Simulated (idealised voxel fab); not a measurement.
The process module presented herein is designated voxel transistor to metal.
285 nm wide, 5 nm square cells: that's cross-section cut.
Just so we're on the same page, the cross-sections are grids of square cells, and they're listed out in bands top to bottom, each band one or more rows deep.
Band: top height; bottom height; in nm. Then, left to right: material with width in nm, for each material. "throughout": a single material spanning edge to edge. "empty": empty space.
Height is counted from the level 0, under which the received wafer is composed throughout of one material. The lowest of the bands is not closed at the bottom but continues downward, in the notation "z 0 and below".
Width: "30->40" (first number = top row, second number = bottom row, same change from row to row of cells).
Where a step carries "identical to before", the cross-section came out of it unchanged, cell for cell.
Closed-off voids of 8+ cells (no open route to the top) go in "Closed internal voids", written width x height at distance from the left edge, in nm.
Post-settings text on a step line: simulator's own remark regarding the step.
Regarding "overlay nm": on a step with a mask, it is the distance the mask lay to the right of its planned place; a negative value places it to the left.
In what follows, pairs of cross-sections are presented, each taken before and after one process step, with the after cross-section shown only down to the lowest band that was altered; the step, together with its settings, is stated below the pair. The pairs may stem from different runs of this module on the same starting wafer; accordingly, a pair should be taken as continuing from the one above it solely where its entry headed "Ex-ante state" indicates as much.
EX-ANTE STATE
z 25 to 10  SiO2 (50) / SiN (10) / polySi (35) / SiN (10) / SiO2 (75) / SiN (10) / polySi (35) / SiN (10) / SiO2 (50)
z 10 to 5  SiO2 (35) / SiGe (15) / SiN (10) / polySi (35) / SiN (10) / SiGe (35) / SiO2 (25) / SiGe (15) / SiN (10) / polySi (35) / SiN (10) / SiGe (35) / SiO2 (15)
z 5 to -5  SiO2 (30) / SiN (10) / SiGe (10) / SiN (10) / polySi (35) / SiN (10) / SiGe (30) / SiN (10) / SiO2 (15) / SiN (10) / SiGe (10) / SiN (10) / polySi (35) / SiN (10) / SiGe (30) / SiN (10) / SiO2 (10)
z -5 to -10  SiO2 (40) / SiGe (10) / SiO2 (55) / SiGe (30) / SiO2 (35) / SiGe (10) / SiO2 (55) / SiGe (30) / SiO2 (20)
z -10 to -25  SiO2 (35) / Si (5) / SiGe (10) / Si (55) / SiGe (30) / Si (5) / SiO2 (25) / Si (5) / SiGe (10) / Si (55) / SiGe (30) / Si (5) / SiO2 (15)
z -25 to -30  SiO2 (35) / Si (105) / SiO2 (25) / Si (105) / SiO2 (15)
z -30 and below  Si throughout
Closed internal voids: none
SECTION, POST-STEP
z 25 to 10  SiO2 (50) / SiN (10) / empty (35) / SiN (10) / SiO2 (75) / SiN (10) / empty (35) / SiN (10) / SiO2 (50)
z 10 to 5  SiO2 (35) / SiGe (15) / SiN (10) / empty (35) / SiN (10) / SiGe (35) / SiO2 (25) / SiGe (15) / SiN (10) / empty (35) / SiN (10) / SiGe (35) / SiO2 (15)
z 5 to -5  SiO2 (30) / SiN (10) / SiGe (10) / SiN (10) / empty (35) / SiN (10) / SiGe (30) / SiN (10) / SiO2 (15) / SiN (10) / SiGe (10) / SiN (10) / empty (35) / SiN (10) / SiGe (30) / SiN (10) / SiO2 (10)
Lower than -5, everything is as it was.
Closed internal voids: none
Here is the step that sits between the two cross-sections above: STRIP with etch materials polySi
Ex-ante state: the state before this step is the cross-section shown after the step in the pair just above.
SECTION, POST-STEP
z 25 to 20  empty (50) / SiN (10) / empty (35) / SiN (10) / empty (75) / SiN (10) / empty (35) / SiN (10) / empty (50)
z 20 to 10  SiO2 (50) / SiN (10) / empty (35) / SiN (10) / SiO2 (75) / SiN (10) / empty (35) / SiN (10) / SiO2 (50)
z 10 to 5  SiO2 (35) / SiGe (15) / SiN (10) / empty (35) / SiN (10) / SiGe (35) / SiO2 (25) / SiGe (15) / SiN (10) / empty (35) / SiN (10) / SiGe (35) / SiO2 (15)
z 5 to -5  SiO2 (30) / SiN (10) / SiGe (10) / SiN (10) / empty (35) / SiN (10) / SiGe (30) / SiN (10) / SiO2 (15) / SiN (10) / SiGe (10) / SiN (10) / empty (35) / SiN (10) / SiGe (30) / SiN (10) / SiO2 (10)
z -5 to -10  SiO2 (40) / SiGe (10) / SiO2 (5) / empty (45) / SiO2 (5) / SiGe (30) / SiO2 (35) / SiGe (10) / SiO2 (5) / empty (45) / SiO2 (5) / SiGe (30) / SiO2 (20)
Lower than -10, everything is as it was.
Closed internal voids: none
Here is the step that sits between the two cross-sections above: SELECTIVE_ETCH with etch materials SiO2, depth nm 5
Ex-ante state: the state before this step is the cross-section shown after the step in the pair just above.
SECTION, POST-STEP
z 30 to 25  empty (45) / HfO2 (20) / empty (25) / HfO2 (20) / empty (65) / HfO2 (20) / empty (25) / HfO2 (20) / empty (45)
z 25 to 20  HfO2 (50) / SiN (10) / HfO2 (5) / empty (25) / HfO2 (5) / SiN (10) / HfO2 (75) / SiN (10) / HfO2 (5) / empty (25) / HfO2 (5) / SiN (10) / HfO2 (50)
z 20 to 10  SiO2 (50) / SiN (10) / HfO2 (5) / empty (25) / HfO2 (5) / SiN (10) / SiO2 (75) / SiN (10) / HfO2 (5) / empty (25) / HfO2 (5) / SiN (10) / SiO2 (50)
z 10 to 5  SiO2 (35) / SiGe (15) / SiN (10) / HfO2 (5) / empty (25) / HfO2 (5) / SiN (10) / SiGe (35) / SiO2 (25) / SiGe (15) / SiN (10) / HfO2 (5) / empty (25) / HfO2 (5) / SiN (10) / SiGe (35) / SiO2 (15)
z 5 to -5  SiO2 (30) / SiN (10) / SiGe (10) / SiN (10) / HfO2 (5) / empty (25) / HfO2 (5) / SiN (10) / SiGe (30) / SiN (10) / SiO2 (15) / SiN (10) / SiGe (10) / SiN (10) / HfO2 (5) / empty (25) / HfO2 (5) / SiN (10) / SiGe (30) / SiN (10) / SiO2 (10)
z -5 to -10  SiO2 (40) / SiGe (10) / SiO2 (5) / HfO2 (45) / SiO2 (5) / SiGe (30) / SiO2 (35) / SiGe (10) / SiO2 (5) / HfO2 (45) / SiO2 (5) / SiGe (30) / SiO2 (20)
Lower than -10, everything is as it was.
Closed internal voids: none
Here is the step that sits between the two cross-sections above: CONFORMAL_DEP with material HfO2, thk nm 5
Ex-ante state: the state before this step is the cross-section shown after the step in the pair just above.
SECTION, POST-STEP
z 35 to 30  empty (40) / TiN (30) / empty (15) / TiN (30) / empty (55) / TiN (30) / empty (15) / TiN (30) / empty (40)
z 30 to 25  TiN (45) / HfO2 (20) / TiN (5) / empty (15) / TiN (5) / HfO2 (20) / TiN (65) / HfO2 (20) / TiN (5) / empty (15) / TiN (5) / HfO2 (20) / TiN (45)
z 25 to 20  HfO2 (50) / SiN (10) / HfO2 (5) / TiN (5) / empty (15) / TiN (5) / HfO2 (5) / SiN (10) / HfO2 (75) / SiN (10) / HfO2 (5) / TiN (5) / empty (15) / TiN (5) / HfO2 (5) / SiN (10) / HfO2 (50)
z 20 to 10  SiO2 (50) / SiN (10) / HfO2 (5) / TiN (5) / empty (15) / TiN (5) / HfO2 (5) / SiN (10) / SiO2 (75) / SiN (10) / HfO2 (5) / TiN (5) / empty (15) / TiN (5) / HfO2 (5) / SiN (10) / SiO2 (50)
z 10 to 5  SiO2 (35) / SiGe (15) / SiN (10) / HfO2 (5) / TiN (5) / empty (15) / TiN (5) / HfO2 (5) / SiN (10) / SiGe (35) / SiO2 (25) / SiGe (15) / SiN (10) / HfO2 (5) / TiN (5) / empty (15) / TiN (5) / HfO2 (5) / SiN (10) / SiGe (35) / SiO2 (15)
z 5 to 0  SiO2 (30) / SiN (10) / SiGe (10) / SiN (10) / HfO2 (5) / TiN (5) / empty (15) / TiN (5) / HfO2 (5) / SiN (10) / SiGe (30) / SiN (10) / SiO2 (15) / SiN (10) / SiGe (10) / SiN (10) / HfO2 (5) / TiN (5) / empty (15) / TiN (5) / HfO2 (5) / SiN (10) / SiGe (30) / SiN (10) / SiO2 (10)
z 0 to -5  SiO2 (30) / SiN (10) / SiGe (10) / SiN (10) / HfO2 (5) / TiN (25) / HfO2 (5) / SiN (10) / SiGe (30) / SiN (10) / SiO2 (15) / SiN (10) / SiGe (10) / SiN (10) / HfO2 (5) / TiN (25) / HfO2 (5) / SiN (10) / SiGe (30) / SiN (10) / SiO2 (10)
Lower than -5, everything is as it was.
Closed internal voids: none
Here is the step that sits between the two cross-sections above: CONFORMAL_DEP with material TiN, thk nm 5
Ex-ante state: the state before this step is the cross-section shown after the step in the pair just above.
SECTION, POST-STEP
z 40 to 35  W throughout
z 35 to 30  W (40) / TiN (30) / W (15) / TiN (30) / W (55) / TiN (30) / W (15) / TiN (30) / W (40)
z 30 to 25  TiN (45) / HfO2 (20) / TiN (5) / W (15) / TiN (5) / HfO2 (20) / TiN (65) / HfO2 (20) / TiN (5) / W (15) / TiN (5) / HfO2 (20) / TiN (45)
z 25 to 20  HfO2 (50) / SiN (10) / HfO2 (5) / TiN (5) / W (15) / TiN (5) / HfO2 (5) / SiN (10) / HfO2 (75) / SiN (10) / HfO2 (5) / TiN (5) / W (15) / TiN (5) / HfO2 (5) / SiN (10) / HfO2 (50)
z 20 to 10  SiO2 (50) / SiN (10) / HfO2 (5) / TiN (5) / W (15) / TiN (5) / HfO2 (5) / SiN (10) / SiO2 (75) / SiN (10) / HfO2 (5) / TiN (5) / W (15) / TiN (5) / HfO2 (5) / SiN (10) / SiO2 (50)
z 10 to 5  SiO2 (35) / SiGe (15) / SiN (10) / HfO2 (5) / TiN (5) / W (15) / TiN (5) / HfO2 (5) / SiN (10) / SiGe (35) / SiO2 (25) / SiGe (15) / SiN (10) / HfO2 (5) / TiN (5) / W (15) / TiN (5) / HfO2 (5) / SiN (10) / SiGe (35) / SiO2 (15)
z 5 to 0  SiO2 (30) / SiN (10) / SiGe (10) / SiN (10) / HfO2 (5) / TiN (5) / W (15) / TiN (5) / HfO2 (5) / SiN (10) / SiGe (30) / SiN (10) / SiO2 (15) / SiN (10) / SiGe (10) / SiN (10) / HfO2 (5) / TiN (5) / W (15) / TiN (5) / HfO2 (5) / SiN (10) / SiGe (30) / SiN (10) / SiO2 (10)
Lower than 0, everything is as it was.
Closed internal voids: none
Here is the step that sits between the two cross-sections above: FILL_DEP with material W, thk nm 5
Ex-ante state: the state before this step is the cross-section shown after the step in the pair just above.
SECTION, POST-STEP
z 20 to 10  SiO2 (50) / SiN (10) / HfO2 (5) / TiN (5) / W (15) / TiN (5) / HfO2 (5) / SiN (10) / SiO2 (75) / SiN (10) / HfO2 (5) / TiN (5) / W (15) / TiN (5) / HfO2 (5) / SiN (10) / SiO2 (50)
Lower than 10, everything is as it was.
Closed internal voids: none
Here is the step that sits between the two cross-sections above: CMP with height nm 20
Ex-ante state: the state before this step is the cross-section shown after the step in the pair just above.
SECTION, POST-STEP
z 30 to 20  SiO2 throughout
Lower than 20, everything is as it was.
Closed internal voids: none
Here is the step that sits between the two cross-sections above: DIRECTIONAL_DEP with material SiO2, thk nm 10
Ex-ante state: the state before this step is the cross-section shown after the step in the pair just above.
SECTION, POST-STEP
z 45 to 30  resist (30) / empty (15) / resist (65) / empty (15) / resist (35) / empty (15) / resist (65) / empty (15) / resist (30)
Lower than 30, everything is as it was.
Closed internal voids: none
Here is the step that sits between the two cross-sections above: PATTERN with tone open, mask id CONTACT, material resist, width nm 15, thk nm 15, overlay nm 0
Ex-ante state: the state before this step is the cross-section shown after the step in the pair just above.
SECTION, POST-STEP
z 45 to 30  resist (30) / empty (15) / resist (65) / empty (15) / resist (35) / empty (15) / resist (65) / empty (15) / resist (30)
z 30 to 20  SiO2 (30) / empty (15) / SiO2 (65) / empty (15) / SiO2 (35) / empty (15) / SiO2 (65) / empty (15) / SiO2 (30)
z 20 to 10  SiO2 (30) / empty (15) / SiO2 (5) / SiN (10) / HfO2 (5) / TiN (5) / W (15) / TiN (5) / HfO2 (5) / SiN (10) / SiO2 (5) / empty (15) / SiO2 (35) / empty (15) / SiO2 (5) / SiN (10) / HfO2 (5) / TiN (5) / W (15) / TiN (5) / HfO2 (5) / SiN (10) / SiO2 (5) / empty (15) / SiO2 (30)
Lower than 10, everything is as it was.
Closed internal voids: none
Here is the step that sits between the two cross-sections above: DIRECTIONAL_ETCH with etch materials SiO2, depth nm 20
Ex-ante state: the state before this step is the cross-section shown after the step in the pair just above.
SECTION, POST-STEP
z 30 to 20  SiO2 (30) / empty (15) / SiO2 (65) / empty (15) / SiO2 (35) / empty (15) / SiO2 (65) / empty (15) / SiO2 (30)
Lower than 20, everything is as it was.
Closed internal voids: none
Here is the step that sits between the two cross-sections above: STRIP with etch materials resist
Ex-ante state: the state before this step is the cross-section shown after the step in the pair just above.
SECTION, POST-STEP
z 35 to 30  TiN (35) / empty (5) / TiN (75) / empty (5) / TiN (45) / empty (5) / TiN (75) / empty (5) / TiN (35)
z 30 to 20  SiO2 (30) / TiN (5) / empty (5) / TiN (5) / SiO2 (65) / TiN (5) / empty (5) / TiN (5) / SiO2 (35) / TiN (5) / empty (5) / TiN (5) / SiO2 (65) / TiN (5) / empty (5) / TiN (5) / SiO2 (30)
z 20 to 15  SiO2 (30) / TiN (5) / empty (5) / TiN (5) / SiO2 (5) / SiN (10) / HfO2 (5) / TiN (5) / W (15) / TiN (5) / HfO2 (5) / SiN (10) / SiO2 (5) / TiN (5) / empty (5) / TiN (5) / SiO2 (35) / TiN (5) / empty (5) / TiN (5) / SiO2 (5) / SiN (10) / HfO2 (5) / TiN (5) / W (15) / TiN (5) / HfO2 (5) / SiN (10) / SiO2 (5) / TiN (5) / empty (5) / TiN (5) / SiO2 (30)
z 15 to 10  SiO2 (30) / TiN (15) / SiO2 (5) / SiN (10) / HfO2 (5) / TiN (5) / W (15) / TiN (5) / HfO2 (5) / SiN (10) / SiO2 (5) / TiN (15) / SiO2 (35) / TiN (15) / SiO2 (5) / SiN (10) / HfO2 (5) / TiN (5) / W (15) / TiN (5) / HfO2 (5) / SiN (10) / SiO2 (5) / TiN (15) / SiO2 (30)
Lower than 10, everything is as it was.
Closed internal voids: none
Here is the step that sits between the two cross-sections above: CONFORMAL_DEP with material TiN, thk nm 5
Ex-ante state: the state before this step is the cross-section shown after the step in the pair just above.
SECTION, POST-STEP
z 45 to 35  Ru throughout
z 35 to 30  TiN (35) / Ru (5) / TiN (75) / Ru (5) / TiN (45) / Ru (5) / TiN (75) / Ru (5) / TiN (35)
z 30 to 20  SiO2 (30) / TiN (5) / Ru (5) / TiN (5) / SiO2 (65) / TiN (5) / Ru (5) / TiN (5) / SiO2 (35) / TiN (5) / Ru (5) / TiN (5) / SiO2 (65) / TiN (5) / Ru (5) / TiN (5) / SiO2 (30)
z 20 to 15  SiO2 (30) / TiN (5) / Ru (5) / TiN (5) / SiO2 (5) / SiN (10) / HfO2 (5) / TiN (5) / W (15) / TiN (5) / HfO2 (5) / SiN (10) / SiO2 (5) / TiN (5) / Ru (5) / TiN (5) / SiO2 (35) / TiN (5) / Ru (5) / TiN (5) / SiO2 (5) / SiN (10) / HfO2 (5) / TiN (5) / W (15) / TiN (5) / HfO2 (5) / SiN (10) / SiO2 (5) / TiN (5) / Ru (5) / TiN (5) / SiO2 (30)
Lower than 15, everything is as it was.
Closed internal voids: none
Here is the step that sits between the two cross-sections above: FILL_DEP with material Ru, thk nm 10
Ex-ante state: the state before this step is the cross-section shown after the step in the pair just above.
SECTION, POST-STEP
z 30 to 20  SiO2 (30) / TiN (5) / Ru (5) / TiN (5) / SiO2 (65) / TiN (5) / Ru (5) / TiN (5) / SiO2 (35) / TiN (5) / Ru (5) / TiN (5) / SiO2 (65) / TiN (5) / Ru (5) / TiN (5) / SiO2 (30)
Lower than 20, everything is as it was.
Closed internal voids: none
Here is the step that sits between the two cross-sections above: CMP with height nm 30
Ex-ante state: the state before this step is the cross-section shown after the step in the pair just above.
SECTION, POST-STEP
z 35 to 30  TiN throughout
Lower than 30, everything is as it was.
Closed internal voids: none
Here is the step that sits between the two cross-sections above: DIRECTIONAL_DEP with material TiN, thk nm 5
Ex-ante state: the state before this step is the cross-section shown after the step in the pair just above.
SECTION, POST-STEP
z 50 to 35  W throughout
Lower than 35, everything is as it was.
Closed internal voids: none
Here is the step that sits between the two cross-sections above: DIRECTIONAL_DEP with material W, thk nm 15
Ex-ante state: the state before this step is the cross-section shown after the step in the pair just above.
SECTION, POST-STEP
z 65 to 50  aC throughout
Lower than 50, everything is as it was.
Closed internal voids: none
Here is the step that sits between the two cross-sections above: DIRECTIONAL_DEP with material aC, thk nm 15
Ex-ante state: the state before this step is the cross-section shown after the step in the pair just above.
SECTION, POST-STEP
z 95 to 65  empty (30) / resist (15) / empty (65) / resist (15) / empty (35) / resist (15) / empty (65) / resist (15) / empty (30)
Lower than 65, everything is as it was.
Closed internal voids: none
Here is the step that sits between the two cross-sections above: PATTERN with tone cover, mask id METAL_1, material resist, width nm 15, thk nm 30, overlay nm 0
Ex-ante state: the state before this step is the cross-section shown after the step in the pair just above.
SECTION, POST-STEP
z 80 to 65  empty (30) / resist (15) / empty (65) / resist (15) / empty (35) / resist (15) / empty (65) / resist (15) / empty (30)
z 65 to 50  empty (30) / aC (15) / empty (65) / aC (15) / empty (35) / aC (15) / empty (65) / aC (15) / empty (30)
Lower than 50, everything is as it was.
Closed internal voids: none
Here is the step that sits between the two cross-sections above: DIRECTIONAL_ETCH with etch materials aC, depth nm 15
Ex-ante state: the state before this step is the cross-section shown after the step in the pair just above.
SECTION, POST-STEP
z 65 to 50  empty (30) / aC (15) / empty (65) / aC (15) / empty (35) / aC (15) / empty (65) / aC (15) / empty (30)
Lower than 50, everything is as it was.
Closed internal voids: none
Here is the step that sits between the two cross-sections above: STRIP with etch materials resist
Ex-ante state: the state before this step is the cross-section shown after the step in the pair just above.
SECTION, POST-STEP
z 65 to 50  empty (30) / aC (15) / empty (65) / aC (15) / empty (35) / aC (15) / empty (65) / aC (15) / empty (30)
z 50 to 35  empty (30) / W (15) / empty (65) / W (15) / empty (35) / W (15) / empty (65) / W (15) / empty (30)
Lower than 35, everything is as it was.
Closed internal voids: none
Here is the step that sits between the two cross-sections above: DIRECTIONAL_ETCH with etch materials W, depth nm 15
Ex-ante state: the state before this step is the cross-section shown after the step in the pair just above.
SECTION, POST-STEP
z 65 to 50  empty (30) / aC (15) / empty (65) / aC (15) / empty (35) / aC (15) / empty (65) / aC (15) / empty (30)
z 50 to 35  empty (30) / W (15) / empty (65) / W (15) / empty (35) / W (15) / empty (65) / W (15) / empty (30)
z 35 to 30  empty (30) / TiN (15) / empty (65) / TiN (15) / empty (35) / TiN (15) / empty (65) / TiN (15) / empty (30)
Lower than 30, everything is as it was.
Closed internal voids: none
Here is the step that sits between the two cross-sections above: DIRECTIONAL_ETCH with etch materials TiN, depth nm 5
Ex-ante state: the state before this step is the cross-section shown after the step in the pair just above.
SECTION, POST-STEP
z 50 to 35  empty (30) / W (15) / empty (65) / W (15) / empty (35) / W (15) / empty (65) / W (15) / empty (30)
Lower than 35, everything is as it was.
Closed internal voids: none
Here is the step that sits between the two cross-sections above: STRIP with etch materials aC
Ex-ante state: the state before this step is the cross-section shown after the step in the pair just above.
SECTION, POST-STEP
z 55 to 50  SiO2 throughout
z 50 to 35  SiO2 (30) / W (15) / SiO2 (65) / W (15) / SiO2 (35) / W (15) / SiO2 (65) / W (15) / SiO2 (30)
z 35 to 30  SiO2 (30) / TiN (15) / SiO2 (65) / TiN (15) / SiO2 (35) / TiN (15) / SiO2 (65) / TiN (15) / SiO2 (30)
Lower than 30, everything is as it was.
Closed internal voids: none
Here is the step that sits between the two cross-sections above: FILL_DEP with material SiO2, thk nm 5
Ex-ante state: the state before this step is the cross-section shown after the step in the pair just above.
SECTION, POST-STEP
z 50 to 35  SiO2 (30) / W (15) / SiO2 (65) / W (15) / SiO2 (35) / W (15) / SiO2 (65) / W (15) / SiO2 (30)
Lower than 35, everything is as it was.
Closed internal voids: none
Here is the step that sits between the two cross-sections above: CMP with height nm 50
Ex-ante state: the state before this step is the cross-section shown after the step in the pair just above.
SECTION, POST-STEP
z 55 to 50  SiCN throughout
Lower than 50, everything is as it was.
Closed internal voids: none
Here is the step that sits between the two cross-sections above: CONFORMAL_DEP with material SiCN, thk nm 5
Ex-ante state: the state before this step is the cross-section shown after the step in the pair just above.
SECTION, POST-STEP
z 80 to 55  lowk throughout
Lower than 55, everything is as it was.
Closed internal voids: none
Here is the step that sits between the two cross-sections above: DIRECTIONAL_DEP with material lowk, thk nm 25
Ex-ante state: the state before this step is the cross-section shown after the step in the pair just above.
SECTION, POST-STEP
z 80 to 65  lowk (30) / empty (15) / lowk (115) / empty (15) / lowk (110)
Lower than 65, everything is as it was.
Closed internal voids: none
Here is the step that sits between the two cross-sections above: MASKED_ETCH with tone open, mask id METAL_2, width nm 15, pitch nm 130, etch materials lowk, depth nm 15, overlay nm 0
Ex-ante state: the state before this step is the cross-section shown after the step in the pair just above.
SECTION, POST-STEP
z 95 to 80  aC (30) / empty (15) / aC (115) / empty (15) / aC (110)
z 80 to 65  lowk (30) / aC (15) / lowk (115) / aC (15) / lowk (110)
Lower than 65, everything is as it was.
Closed internal voids: none
Here is the step that sits between the two cross-sections above: DIRECTIONAL_DEP with material aC, thk nm 15
Ex-ante state: the state before this step is the cross-section shown after the step in the pair just above.
SECTION, POST-STEP
z 125 to 95  resist (30) / empty (15) / resist (115) / empty (15) / resist (110)
Lower than 95, everything is as it was.
Closed internal voids: none
Here is the step that sits between the two cross-sections above: PATTERN with tone open, mask id METAL_2_HOLES, material resist, width nm 15, pitch nm 130, thk nm 30, overlay nm 0
Ex-ante state: the state before this step is the cross-section shown after the step in the pair just above.
SECTION, POST-STEP
z 110 to 95  resist (30) / empty (15) / resist (115) / empty (15) / resist (110)
z 95 to 80  aC (30) / empty (15) / aC (115) / empty (15) / aC (110)
z 80 to 65  lowk (30) / empty (15) / lowk (115) / empty (15) / lowk (110)
Lower than 65, everything is as it was.
Closed internal voids: none
Here is the step that sits between the two cross-sections above: DIRECTIONAL_ETCH with etch materials aC, depth nm 15
Ex-ante state: the state before this step is the cross-section shown after the step in the pair just above.
SECTION, POST-STEP
z 95 to 80  aC (30) / empty (15) / aC (115) / empty (15) / aC (110)
Lower than 80, everything is as it was.
Closed internal voids: none
Here is the step that sits between the two cross-sections above: STRIP with etch materials resist
Ex-ante state: the state before this step is the cross-section shown after the step in the pair just above.
SECTION, POST-STEP
z 95 to 80  aC (30) / empty (15) / aC (115) / empty (15) / aC (110)
z 80 to 55  lowk (30) / empty (15) / lowk (115) / empty (15) / lowk (110)
Lower than 55, everything is as it was.
Closed internal voids: none
Here is the step that sits between the two cross-sections above: DIRECTIONAL_ETCH with etch materials lowk, depth nm 10
Ex-ante state: the state before this step is the cross-section shown after the step in the pair just above.
SECTION, POST-STEP
z 95 to 80  aC (30) / empty (15) / aC (115) / empty (15) / aC (110)
z 80 to 55  lowk (30) / empty (15) / lowk (115) / empty (15) / lowk (110)
z 55 to 50  SiCN (30) / empty (15) / SiCN (115) / empty (15) / SiCN (110)
Lower than 50, everything is as it was.
Closed internal voids: none
Here is the step that sits between the two cross-sections above: DIRECTIONAL_ETCH with etch materials SiCN, depth nm 5
Ex-ante state: the state before this step is the cross-section shown after the step in the pair just above.
SECTION, POST-STEP
z 80 to 55  lowk (30) / empty (15) / lowk (115) / empty (15) / lowk (110)
Lower than 55, everything is as it was.
Closed internal voids: none
Here is the step that sits between the two cross-sections above: STRIP with etch materials aC
Ex-ante state: the state before this step is the cross-section shown after the step in the pair just above.
SECTION, POST-STEP
z 85 to 80  TiN (35) / empty (5) / TiN (125) / empty (5) / TiN (115)
z 80 to 55  lowk (30) / TiN (5) / empty (5) / TiN (5) / lowk (115) / TiN (5) / empty (5) / TiN (5) / lowk (110)
z 55 to 50  SiCN (30) / TiN (15) / SiCN (115) / TiN (15) / SiCN (110)
Lower than 50, everything is as it was.
Closed internal voids: none
Here is the step that sits between the two cross-sections above: CONFORMAL_DEP with material TiN, thk nm 5
Ex-ante state: the state before this step is the cross-section shown after the step in the pair just above.
SECTION, POST-STEP
z 90 to 85  Cu throughout
z 85 to 80  TiN (35) / Cu (5) / TiN (125) / Cu (5) / TiN (115)
z 80 to 55  lowk (30) / TiN (5) / Cu (5) / TiN (5) / lowk (115) / TiN (5) / Cu (5) / TiN (5) / lowk (110)
Lower than 55, everything is as it was.
Closed internal voids: none
Here is the step that sits between the two cross-sections above: FILL_DEP with material Cu, thk nm 5
Ex-ante state: the state before this step is the cross-section shown after the step in the pair just above.
SECTION, POST-STEP
z 80 to 55  lowk (30) / TiN (5) / Cu (5) / TiN (5) / lowk (115) / TiN (5) / Cu (5) / TiN (5) / lowk (110)
Lower than 55, everything is as it was.
Closed internal voids: none
Here is the step that sits between the two cross-sections above: CMP with height nm 80
Ex-ante state: the state before this step is the cross-section shown after the step in the pair just above.
SECTION, POST-STEP
z 85 to 80  SiCN throughout
Lower than 80, everything is as it was.
Closed internal voids: none
Here is the step that sits between the two cross-sections above: CONFORMAL_DEP with material SiCN, thk nm 5
EX-ANTE STATE
z 85 to 80  TiN (35) / empty (5) / TiN (125) / empty (5) / TiN (115)
z 80 to 55  lowk (30) / TiN (5) / empty (5) / TiN (5) / lowk (115) / TiN (5) / empty (5) / TiN (5) / lowk (110)
z 55 to 50  SiCN (30) / TiN (15) / SiCN (115) / TiN (15) / SiCN (110)
z 50 to 35  SiO2 (30) / W (15) / SiO2 (65) / W (15) / SiO2 (35) / W (15) / SiO2 (65) / W (15) / SiO2 (30)
z 35 to 30  SiO2 (30) / TiN (15) / SiO2 (65) / TiN (15) / SiO2 (35) / TiN (15) / SiO2 (65) / TiN (15) / SiO2 (30)
z 30 to 20  SiO2 (30) / TiN (5) / Ru (5) / TiN (5) / SiO2 (65) / TiN (5) / Ru (5) / TiN (5) / SiO2 (35) / TiN (5) / Ru (5) / TiN (5) / SiO2 (65) / TiN (5) / Ru (5) / TiN (5) / SiO2 (30)
z 20 to 15  SiO2 (30) / TiN (5) / Ru (5) / TiN (5) / SiO2 (5) / SiN (10) / HfO2 (5) / TiN (5) / W (15) / TiN (5) / HfO2 (5) / SiN (10) / SiO2 (5) / TiN (5) / Ru (5) / TiN (5) / SiO2 (35) / TiN (5) / Ru (5) / TiN (5) / SiO2 (5) / SiN (10) / HfO2 (5) / TiN (5) / W (15) / TiN (5) / HfO2 (5) / SiN (10) / SiO2 (5) / TiN (5) / Ru (5) / TiN (5) / SiO2 (30)
z 15 to 10  SiO2 (30) / TiN (15) / SiO2 (5) / SiN (10) / HfO2 (5) / TiN (5) / W (15) / TiN (5) / HfO2 (5) / SiN (10) / SiO2 (5) / TiN (15) / SiO2 (35) / TiN (15) / SiO2 (5) / SiN (10) / HfO2 (5) / TiN (5) / W (15) / TiN (5) / HfO2 (5) / SiN (10) / SiO2 (5) / TiN (15) / SiO2 (30)
z 10 to 5  SiO2 (25) / SiGe (25) / SiN (10) / HfO2 (5) / TiN (5) / W (15) / TiN (5) / HfO2 (5) / SiN (10) / SiGe (25) / SiO2 (25) / SiGe (25) / SiN (10) / HfO2 (5) / TiN (5) / W (15) / TiN (5) / HfO2 (5) / SiN (10) / SiGe (25) / SiO2 (25)
z 5 to 0  SiO2 (20) / SiN (10) / SiGe (20) / SiN (10) / HfO2 (5) / TiN (5) / W (15) / TiN (5) / HfO2 (5) / SiN (10) / SiGe (20) / SiN (10) / SiO2 (15) / SiN (10) / SiGe (20) / SiN (10) / HfO2 (5) / TiN (5) / W (15) / TiN (5) / HfO2 (5) / SiN (10) / SiGe (20) / SiN (10) / SiO2 (20)
z 0 to -5  SiO2 (20) / SiN (10) / SiGe (20) / SiN (10) / HfO2 (5) / TiN (25) / HfO2 (5) / SiN (10) / SiGe (20) / SiN (10) / SiO2 (15) / SiN (10) / SiGe (20) / SiN (10) / HfO2 (5) / TiN (25) / HfO2 (5) / SiN (10) / SiGe (20) / SiN (10) / SiO2 (20)
z -5 to -10  SiO2 (30) / SiGe (20) / SiO2 (5) / HfO2 (45) / SiO2 (5) / SiGe (20) / SiO2 (35) / SiGe (20) / SiO2 (5) / HfO2 (45) / SiO2 (5) / SiGe (20) / SiO2 (30)
z -10 to -25  SiO2 (25) / Si (5) / SiGe (20) / Si (55) / SiGe (20) / Si (5) / SiO2 (25) / Si (5) / SiGe (20) / Si (55) / SiGe (20) / Si (5) / SiO2 (25)
z -25 to -30  SiO2 (25) / Si (105) / SiO2 (25) / Si (105) / SiO2 (25)
z -30 and below  Si throughout
Closed internal voids: none
SECTION, POST-STEP
z 90 to 85  Ru throughout
z 85 to 80  TiN (35) / Ru (5) / TiN (125) / Ru (5) / TiN (115)
z 80 to 55  lowk (30) / TiN (5) / Ru (5) / TiN (5) / lowk (115) / TiN (5) / Ru (5) / TiN (5) / lowk (110)
Lower than 55, everything is as it was.
Closed internal voids: none
Here is the step that sits between the two cross-sections above: FILL_DEP with material Ru, thk nm 5
Ex-ante state: the state before this step is the cross-section shown after the step in the pair just above.
SECTION, POST-STEP
z 80 to 55  lowk (30) / TiN (5) / Ru (5) / TiN (5) / lowk (115) / TiN (5) / Ru (5) / TiN (5) / lowk (110)
Lower than 55, everything is as it was.
Closed internal voids: none
Here is the step that sits between the two cross-sections above: CMP with height nm 80
Ex-ante state: the state before this step is the cross-section shown after the step in the pair just above.
SECTION, POST-STEP
z 85 to 80  SiCN throughout
Lower than 80, everything is as it was.
Closed internal voids: none
Here is the step that sits between the two cross-sections above: CONFORMAL_DEP with material SiCN, thk nm 5
